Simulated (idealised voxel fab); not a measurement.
Process module heading - voxel fin reveal
The figure presents cross-section cut, which has a width of 210 nm and is divided into square cells with an edge length of 5 nm.
A cross-section in this document is a grid of square cells, and it is written down as bands, the top band listed before the ones below it; a band is made up of one or more rows of cells. Quick guide to a band line: top height, bottom height (nm) up front; then every material left to right with its width in nm. Only one material and it's marked "all across"? Then it fills the band edge to edge. And "blank" just means empty space. The reference from which all heights are counted is 0, the level beneath which the as-received wafer is entirely one material; the lowest band, having no lower bound, proceeds downward and is written after the example "top 0, no bottom". Top row gets the first number, bottom row gets the second, and each row in between changes by the same step: that is how a band width like "30..40" works. "all unchanged" (step): cross-section cells unchanged, all of them. "Closed cavity list" contains a list of empty spaces, each no smaller than 8 cells and without an open way to the top, written in the form width x height at distance with the distance from the left edge and all three in nm. Step line, after settings: the simulator's comment on this step. "overlay nm" answers the question of how far to the right of plan the mask lay on a step that has a mask, and when it is negative the answer is to the left.

# Process steps foreseen in the plan
- 1: RECEIVE with material Si
- 2: CONFORMAL_DEP with material SiN, thk nm 5
- 3: PATTERN with tone cover, mask id FINS, material resist, width nm 15, pitch nm 40, thk nm 20, overlay nm 0
- 4: DIRECTIONAL_ETCH with etch materials SiN, depth nm 5
- 5: DIRECTIONAL_ETCH with etch materials Si, depth nm 35
- 6: STRIP with etch materials resist
- 7: FILL_DEP with material SiO2, thk nm 5
- 8: CMP with height nm 5
- 9: SELECTIVE_ETCH with etch materials SiO2, depth nm 30
- 10: STRIP with etch materials SiN
- 11: CONFORMAL_DEP with material HfO2, thk nm 5

# Cross-section of the incoming wafer, state after step 1
* top 0, no bottom | Si all across
* Closed cavity list: none

# This is how the wafer looks in cross-section once the module is done, given the starting state and plan above and one mistake in carrying the plan out
* top 5, bottom 0 | 35 of blank  25 of HfO2  15 of blank  25 of HfO2  15 of blank  25 of HfO2  15 of blank  25 of HfO2  30 of blank
* top 0, bottom -20 | 35 of blank  5 of HfO2  15 of Si  5 of HfO2  15 of blank  5 of HfO2  15 of Si  5 of HfO2  15 of blank  5 of HfO2  15 of Si  5 of HfO2  15 of blank  5 of HfO2  15 of Si  5 of HfO2  30 of blank
* top -20, bottom -25 | 40 of HfO2  15 of Si  25 of HfO2  15 of Si  25 of HfO2  15 of Si  25 of HfO2  15 of Si  35 of HfO2
* top -25, bottom -35 | 40 of SiO2  15 of Si  25 of SiO2  15 of Si  25 of SiO2  15 of Si  25 of SiO2  15 of Si  35 of SiO2
* top -35, no bottom | Si all across
* Closed cavity list: none
What was the processing mistake? so step 3 ended up running with a different setting than we planned, it ran as PATTERN with tone cover, mask id FINS, material resist, width nm 15, pitch nm 40, thk nm 20, overlay nm 5
